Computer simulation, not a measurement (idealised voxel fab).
This section sets out a process module, namely voxel wiring stack.
The width of the displayed cross-section, cut, is 300 nm; its cells are square, with a size of 5 nm.
Cross-section format: a grid of square cells, given as bands from top to bottom; each band is one or more rows of cells.
Each band's line starts with the height of the band's top and of its bottom, in nm. Then come its materials from left to right, each with its width in nm. One material with "throughout" fills the band from edge to edge. "air" is empty space.
Below 0: as-received wafer, all one material; heights counted from there. Lowest band: no bottom, goes on down, written "0..down".
So if you see something like "30..40" for the width, read it as the top row of the band sitting at the first number and the bottom row at the second, with every row in between moving by the same amount as the last.
The designation "same as before", where it is given for a processing step, indicates that no cell of the cross-section was altered in the course of that step.
In the "Sealed-off cavities" entry, you get each enclosed empty space of 8 cells or more, one with no open way to the top, written width x height at distance, distance from the left edge, in nm.
Where a step's line continues beyond its settings, the continuation is a remark by the simulator itself on that step.
overlay nm: for a step with a mask, the amount by which the mask lay right of where it was planned; a negative amount means left of it.
Below is the list of planned process steps:
| 1 | RECEIVE, material Si |
| 2 | CONFORMAL_DEP, material SiO2, thk nm 10 |
| 3 | DIRECTIONAL_DEP, material TiN, thk nm 5 |
| 4 | DIRECTIONAL_DEP, material Ru, thk nm 15 |
| 5 | PATTERN, tone cover, mask id METAL_1, material resist, width nm 20, pitch nm 40, thk nm 15, overlay nm 0 |
| 6 | DIRECTIONAL_ETCH, etch materials Ru, depth nm 15 |
| 7 | DIRECTIONAL_ETCH, etch materials TiN, depth nm 5 |
| 8 | STRIP, etch materials resist |
| 9 | CONFORMAL_DEP, material SiCN, thk nm 5 |
| 10 | FILL_DEP, material SiO2, thk nm 5 |
| 11 | CMP, height nm 30 |
| 12 | CONFORMAL_DEP, material SiCN, thk nm 5 |
| 13 | DIRECTIONAL_DEP, material SiO2, thk nm 15 |
| 14 | DIRECTIONAL_DEP, material aC, thk nm 15 |
| 15 | PATTERN, tone open, mask id PLUG_1, material resist, width nm 15, pitch nm 40, thk nm 30, overlay nm 0 |
| 16 | DIRECTIONAL_ETCH, etch materials aC, depth nm 15 |
| 17 | STRIP, etch materials resist |
| 18 | DIRECTIONAL_ETCH, etch materials SiO2, depth nm 15 |
| 19 | DIRECTIONAL_ETCH, etch materials SiCN, depth nm 5 |
| 20 | STRIP, etch materials aC |
| 21 | CONFORMAL_DEP, material TiN, thk nm 5 |
| 22 | FILL_DEP, material Cu, thk nm 5 |
| 23 | CMP, height nm 50 |
| 24 | CONFORMAL_DEP, material SiN, thk nm 5 |
| 25 | DIRECTIONAL_DEP, material lowk, thk nm 20 |
| 26 | DIRECTIONAL_DEP, material aC, thk nm 15 |
| 27 | PATTERN, tone open, mask id METAL_2, material resist, width nm 20, pitch nm 40, thk nm 30, overlay nm 0 |
| 28 | DIRECTIONAL_ETCH, etch materials aC, depth nm 15 |
| 29 | STRIP, etch materials resist |
| 30 | DIRECTIONAL_ETCH, etch materials lowk, depth nm 20 |
| 31 | DIRECTIONAL_ETCH, etch materials SiN, depth nm 5 |
| 32 | STRIP, etch materials aC |
| 33 | CONFORMAL_DEP, material TiN, thk nm 5 |
| 34 | FILL_DEP, material Cu, thk nm 5 |
| 35 | CMP, height nm 75 |
| 36 | CONFORMAL_DEP, material SiCN, thk nm 5 |
| 37 | DIRECTIONAL_DEP, material lowk, thk nm 30 |
| 38 | PATTERN, tone open, mask id METAL_3_HOLES, material resist, width nm 15, thk nm 20, overlay nm 0 |
| 39 | DIRECTIONAL_ETCH, etch materials lowk, depth nm 30 |
| 40 | STRIP, etch materials resist |
| 41 | MASKED_ETCH, tone open, mask id METAL_3, width nm 20, pitch nm 40, etch materials lowk, depth nm 15, overlay nm 0 |
| 42 | MASKED_ETCH, tone open, mask id METAL_3, width nm 20, pitch nm 40, etch materials SiCN, depth nm 5, overlay nm 0 |
| 43 | CONFORMAL_DEP, material TiN, thk nm 5 |
| 44 | FILL_DEP, material Ru, thk nm 5 |
| 45 | CMP, height nm 110 |
| 46 | CONFORMAL_DEP, material SiN, thk nm 5 |
Wafer at receipt (post step 1), cross-section:
- 0..down = Si throughout
- Sealed-off cavities: none
Sectioned view, first of two wafers, at the close of the module, processed as intended in the plan:
- 115..110 = SiN throughout
- 110..100 = lowk: 120 | TiN: 5 | Ru: 10 | TiN: 5 | lowk: 20 | TiN: 5 | Ru: 10 | TiN: 5 | lowk: 120
- 100..95 = lowk: 120 | TiN: 5 | Ru: 5 | TiN: 10 | lowk: 20 | TiN: 20 | lowk: 120
- 95..80 = lowk: 120 | TiN: 5 | Ru: 5 | TiN: 5 | lowk: 165
- 80..75 = SiCN: 120 | TiN: 15 | SiCN: 165
- 75..55 = lowk: 120 | TiN: 5 | Cu: 10 | TiN: 5 | lowk: 20 | TiN: 5 | Cu: 10 | TiN: 5 | lowk: 120
- 55..50 = SiN: 120 | TiN: 20 | SiN: 20 | TiN: 20 | SiN: 120
- 50..35 = SiO2: 120 | TiN: 5 | Cu: 5 | TiN: 5 | SiO2: 25 | TiN: 5 | Cu: 5 | TiN: 5 | SiO2: 125
- 35..30 = SiCN: 120 | TiN: 15 | SiCN: 25 | TiN: 15 | SiCN: 125
- 30..15 = SiO2: 115 | SiCN: 5 | Ru: 20 | SiCN: 5 | SiO2: 10 | SiCN: 5 | Ru: 20 | SiCN: 5 | SiO2: 115
- 15..10 = SiCN: 120 | TiN: 20 | SiCN: 20 | TiN: 20 | SiCN: 120
- 10..0 = SiO2 throughout
- 0..down = Si throughout
- Sealed-off cavities: none
So this is wafer number two of the two, cut at the end of the module - it started where the first did and had the same plan, we just got one thing wrong running it:
- 115..110 = SiN throughout
- 110..100 = lowk: 120 | TiN: 5 | Ru: 10 | TiN: 5 | lowk: 20 | TiN: 5 | Ru: 10 | TiN: 5 | lowk: 120
- 100..95 = lowk: 120 | TiN: 5 | Ru: 10 | TiN: 5 | lowk: 20 | TiN: 20 | lowk: 120
- 95..80 = lowk: 120 | TiN: 5 | Ru: 10 | TiN: 5 | lowk: 160
- 80..75 = SiCN: 120 | TiN: 20 | SiCN: 160
- 75..55 = lowk: 120 | TiN: 5 | Cu: 10 | TiN: 5 | lowk: 20 | TiN: 5 | Cu: 10 | TiN: 5 | lowk: 120
- 55..50 = SiN: 120 | TiN: 20 | SiN: 20 | TiN: 20 | SiN: 120
- 50..35 = SiO2: 120 | TiN: 5 | Cu: 5 | TiN: 5 | SiO2: 25 | TiN: 5 | Cu: 5 | TiN: 5 | SiO2: 125
- 35..30 = SiCN: 120 | TiN: 15 | SiCN: 25 | TiN: 15 | SiCN: 125
- 30..15 = SiO2: 115 | SiCN: 5 | Ru: 20 | SiCN: 5 | SiO2: 10 | SiCN: 5 | Ru: 20 | SiCN: 5 | SiO2: 115
- 15..10 = SiCN: 120 | TiN: 20 | SiCN: 20 | TiN: 20 | SiCN: 120
- 10..0 = SiO2 throughout
- 0..down = Si throughout
- Sealed-off cavities: none
The plan and the run diverged here: step 38 was run on a setting that differed from the plan, and what really ran there is PATTERN, tone open, mask id METAL_3_HOLES, material resist, width nm 20, thk nm 20, overlay nm 0
at the end the second wafer has, in cells: Ru +4; SiCN -1; lowk -3
